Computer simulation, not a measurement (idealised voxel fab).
Name of the process module below: voxel wiring stack
Each square cell in cross-section cut measures 5 nm, and the section as a whole is 220 nm wide.
Cross-section layout: square cells on a grid; listed as bands, top to bottom; a band spans one or more cell rows.
Band entry format. Leading values: height of top, height of bottom, nm. Remainder: materials in left-to-right order, each with its width in nm. Special words: "full width" on a single material, which then fills the band edge to edge; "empty", empty space.
Zero point of the height axis is 0; under it, received wafer = one material. Lowest band: continues down indefinitely, "top 0, no bottom".
The two numbers in a width such as "30 to 40" mark its ends across the band: the first belongs to the top row of cells, the second to the bottom row, and from each row to the next the width moves by the same amount.
"all unchanged", as given for a step, is the statement that not any cell of the cross-section underwent a change during that step.
If an empty space has no open way to the top and is at least 8 cells in size, "Sealed void inventory" lists it, written width x height at distance, where distance is measured from the left edge and every value is in nm.
Where a step's line continues beyond its settings, the continuation is a remark by the simulator itself on that step.
overlay nm: where the mask lay relative to plan, measured to the right, on steps with a mask; negatives go left.
**Here's what the planned process steps look like**
| 1 | RECEIVE, material Si |
| 2 | CONFORMAL_DEP, material SiO2, thk nm 15 |
| 3 | DIRECTIONAL_DEP, material TiN, thk nm 5 |
| 4 | DIRECTIONAL_DEP, material W, thk nm 15 |
| 5 | DIRECTIONAL_DEP, material aC, thk nm 10 |
| 6 | PATTERN, tone cover, mask id METAL_1, material resist, width nm 20, pitch nm 50, thk nm 25, overlay nm 0 |
| 7 | DIRECTIONAL_ETCH, etch materials aC, depth nm 10 |
| 8 | STRIP, etch materials resist |
| 9 | DIRECTIONAL_ETCH, etch materials W, depth nm 15 |
| 10 | DIRECTIONAL_ETCH, etch materials TiN, depth nm 5 |
| 11 | STRIP, etch materials aC |
| 12 | CONFORMAL_DEP, material SiN, thk nm 5 |
| 13 | FILL_DEP, material SiO2, thk nm 10 |
| 14 | CMP, height nm 35 |
| 15 | CONFORMAL_DEP, material SiCN, thk nm 5 |
| 16 | DIRECTIONAL_DEP, material lowk, thk nm 10 |
| 17 | DIRECTIONAL_DEP, material aC, thk nm 15 |
| 18 | PATTERN, tone open, mask id PLUG_1, material resist, width nm 15, pitch nm 50, thk nm 30, overlay nm 0 |
| 19 | DIRECTIONAL_ETCH, etch materials aC, depth nm 15 |
| 20 | STRIP, etch materials resist |
| 21 | DIRECTIONAL_ETCH, etch materials lowk, depth nm 10 |
| 22 | DIRECTIONAL_ETCH, etch materials SiCN, depth nm 5 |
| 23 | STRIP, etch materials aC |
| 24 | EPI, material Ru, thk nm 10 |
| 25 | EPI, material Ru, thk nm 5 |
| 26 | CONFORMAL_DEP, material SiCN, thk nm 5 |
| 27 | DIRECTIONAL_DEP, material SiO2, thk nm 25 |
| 28 | MASKED_ETCH, tone open, mask id METAL_2, width nm 20, pitch nm 50, etch materials SiO2, depth nm 25, overlay nm 0 |
| 29 | MASKED_ETCH, tone open, mask id METAL_2, width nm 20, pitch nm 50, etch materials SiCN, depth nm 5, overlay nm 0 |
| 30 | CONFORMAL_DEP, material TiN, thk nm 5 |
| 31 | FILL_DEP, material W, thk nm 10 |
| 32 | CMP, height nm 80 |
| 33 | CONFORMAL_DEP, material SiCN, thk nm 5 |
| 34 | DIRECTIONAL_DEP, material SiO2, thk nm 10 |
| 35 | DIRECTIONAL_DEP, material aC, thk nm 15 |
| 36 | PATTERN, tone open, mask id PLUG_2, material resist, width nm 15, pitch nm 50, thk nm 30, overlay nm 0 |
| 37 | DIRECTIONAL_ETCH, etch materials aC, depth nm 15 |
| 38 | STRIP, etch materials resist |
| 39 | DIRECTIONAL_ETCH, etch materials SiO2, depth nm 10 |
| 40 | DIRECTIONAL_ETCH, etch materials SiCN, depth nm 5 |
| 41 | STRIP, etch materials aC |
| 42 | EPI, material Ru, thk nm 10 |
| 43 | EPI, material Ru, thk nm 5 |
| 44 | DIRECTIONAL_DEP, material TiN, thk nm 5 |
| 45 | DIRECTIONAL_DEP, material Ru, thk nm 20 |
| 46 | MASKED_ETCH, tone cover, mask id METAL_3, width nm 20, pitch nm 50, etch materials Ru, depth nm 20, overlay nm 0 |
| 47 | MASKED_ETCH, tone cover, mask id METAL_3, width nm 20, pitch nm 50, etch materials TiN, depth nm 5, overlay nm 0 |
| 48 | CONFORMAL_DEP, material SiCN, thk nm 5 |
| 49 | FILL_DEP, material SiO2, thk nm 10 |
| 50 | CMP, height nm 120 |
| 51 | CONFORMAL_DEP, material SiN, thk nm 5 |
**Shown in cross-section is the wafer as received, that is, as it stands after step 1**
* top 0, no bottom = Si full width
* Sealed void inventory: none
**Sectioned view, first of two wafers, at the close of the module, processed as intended in the plan**
* top 125, bottom 120 = SiN full width
* top 120, bottom 100 = 70 of SiO2 | 5 of SiCN | 20 of Ru | 5 of SiCN | 20 of SiO2 | 5 of SiCN | 20 of Ru | 5 of SiCN | 70 of SiO2
* top 100, bottom 95 = 75 of SiCN | 20 of TiN | 30 of SiCN | 20 of TiN | 75 of SiCN
* top 95, bottom 85 = 75 of SiO2 | 15 of Ru | 35 of SiO2 | 15 of Ru | 80 of SiO2
* top 85, bottom 80 = 75 of SiCN | 15 of Ru | 35 of SiCN | 15 of Ru | 80 of SiCN
* top 80, bottom 55 = 75 of SiO2 | 5 of TiN | 10 of W | 5 of TiN | 30 of SiO2 | 5 of TiN | 10 of W | 5 of TiN | 75 of SiO2
* top 55, bottom 50 = 75 of SiCN | 20 of TiN | 30 of SiCN | 20 of TiN | 75 of SiCN
* top 50, bottom 40 = 75 of lowk | 15 of Ru | 35 of lowk | 15 of Ru | 80 of lowk
* top 40, bottom 35 = 75 of SiCN | 15 of Ru | 35 of SiCN | 15 of Ru | 80 of SiCN
* top 35, bottom 20 = 70 of SiO2 | 5 of SiN | 20 of W | 5 of SiN | 20 of SiO2 | 5 of SiN | 20 of W | 5 of SiN | 70 of SiO2
* top 20, bottom 15 = 75 of SiN | 20 of TiN | 30 of SiN | 20 of TiN | 75 of SiN
* top 15, bottom 0 = SiO2 full width
* top 0, no bottom = Si full width
* Sealed void inventory: none
**So this is wafer number two of the two, cut at the end of the module - it started where the first did and had the same plan, we just got one thing wrong running it**
* top 125, bottom 120 = SiN full width
* top 120, bottom 100 = 70 of SiO2 | 5 of SiCN | 20 of Ru | 5 of SiCN | 20 of SiO2 | 5 of SiCN | 20 of Ru | 5 of SiCN | 70 of SiO2
* top 100, bottom 95 = 75 of SiCN | 20 of TiN | 30 of SiCN | 20 of TiN | 75 of SiCN
* top 95, bottom 85 = 75 of SiO2 | 15 of Ru | 35 of SiO2 | 15 of Ru | 80 of SiO2
* top 85, bottom 80 = 75 of SiCN | 15 of Ru | 35 of SiCN | 15 of Ru | 80 of SiCN
* top 80, bottom 55 = 75 of SiO2 | 5 of TiN | 10 of W | 5 of TiN | 30 of SiO2 | 5 of TiN | 10 of W | 5 of TiN | 75 of SiO2
* top 55, bottom 50 = 75 of SiCN | 20 of TiN | 30 of SiCN | 20 of TiN | 75 of SiCN
* top 50, bottom 40 = 75 of lowk | 5 of SiCN | 5 of TiN | 5 of SiCN | 35 of lowk | 5 of SiCN | 5 of TiN | 5 of SiCN | 80 of lowk
* top 40, bottom 35 = 80 of SiCN | 5 of TiN | 45 of SiCN | 5 of TiN | 85 of SiCN
* top 35, bottom 25 = SiO2 full width
* top 25, bottom 20 = 70 of SiO2 | 30 of SiN | 20 of SiO2 | 30 of SiN | 70 of SiO2
* top 20, bottom 5 = 70 of SiO2 | 5 of SiN | 20 of W | 5 of SiN | 20 of SiO2 | 5 of SiN | 20 of W | 5 of SiN | 70 of SiO2
* top 5, bottom 0 = 75 of SiN | 20 of TiN | 30 of SiN | 20 of TiN | 75 of SiN
* top 0, no bottom = Si full width
* Sealed void inventory: none
Nonconformance to the process plan: step 2 of the plan was omitted and not executed
Looking at both finished wafers in cells, the second ends up ahead of or behind the first on some materials: Ru: 18 fewer; SiCN: 12 more; SiN: 12 more; SiO2: 12 fewer; TiN: 6 more
